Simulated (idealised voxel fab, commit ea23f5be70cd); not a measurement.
The name of this process module is voxel double patterning.
Displayed cross-section: cut, width of 250 nm, square cells sized 5 nm.
How to read a cross-section here: the picture is a grid of square cells, written as bands going from the top down, and any band can span one or more rows of cells.
Each band's line starts with the height of the band's top and of its bottom, in nm. Then come its materials from left to right, each with its width in nm. One material with "edge to edge" fills the band from edge to edge. "blank" is empty space.
All heights in this document are referenced to 0, defined as the level beneath which the wafer, as received, consists entirely of one material. The lowest band is not bounded below; it extends indefinitely downward and is written in the form "0 nm and below".
Read "30->40" as a graded width: first number on top, second number at the bottom, same change between each pair of neighbouring rows.
Key: "no change occurred" - step with no changed cell in the cross-section.
"Entrapped voids" enumerates empty spaces isolated from the top, with no open way to it, that contain at least 8 cells, giving each as width x height at distance from the left edge, all three in nm.
Step line, after settings: the simulator's comment on this step.
If you see "overlay nm" on a step's line and that step has a mask, it's telling you how far right of where it was planned the mask ended up; a negative number means it went left instead.
List of planned process steps
1 RECEIVE [material Si]
2 CONFORMAL_DEP [material SiO2] [thk nm 10]
3 DIRECTIONAL_DEP [material W] [thk nm 15]
4 DIRECTIONAL_DEP [material SiN] [thk nm 10]
5 MASKED_ETCH [tone open] [mask id FIRST] [width nm 15] [pitch nm 50] [etch materials SiN] [depth nm 10] [overlay nm 0]
6 MASKED_ETCH [tone open] [mask id SECOND] [width nm 15] [etch materials SiN] [depth nm 10] [overlay nm 0]
7 DIRECTIONAL_ETCH [etch materials W] [depth nm 15]
8 STRIP [etch materials SiN]
Cross-sectional view of the wafer in its as-received condition, corresponding to the state after step 1
    0 nm and below: Si edge to edge
    Entrapped voids: none
End-of-module cross-section of the first of two wafers, processed as planned
    25 nm to 10 nm: 90 nm W, 15 nm blank, 10 nm W, 15 nm blank, 10 nm W, 15 nm blank, 95 nm W
    10 nm to 0 nm: SiO2 edge to edge
    0 nm and below: Si edge to edge
    Entrapped voids: none
The second wafer, shown in cross-section after the module: started the same way as the first and given the same plan, yet one mistake crept into how it was run
    25 nm to 10 nm: 90 nm W, 20 nm blank, 5 nm W, 15 nm blank, 10 nm W, 20 nm blank, 90 nm W
    10 nm to 0 nm: SiO2 edge to edge
    0 nm and below: Si edge to edge
    Entrapped voids: none
Nonconformance to the process plan: step 5 was not run as planned; what actually ran was MASKED_ETCH [tone open] [mask id FIRST] [width nm 20] [pitch nm 50] [etch materials SiN] [depth nm 10] [overlay nm 0]
FYI, end of process, the second wafer has more or fewer cells of some materials than the first: W -6
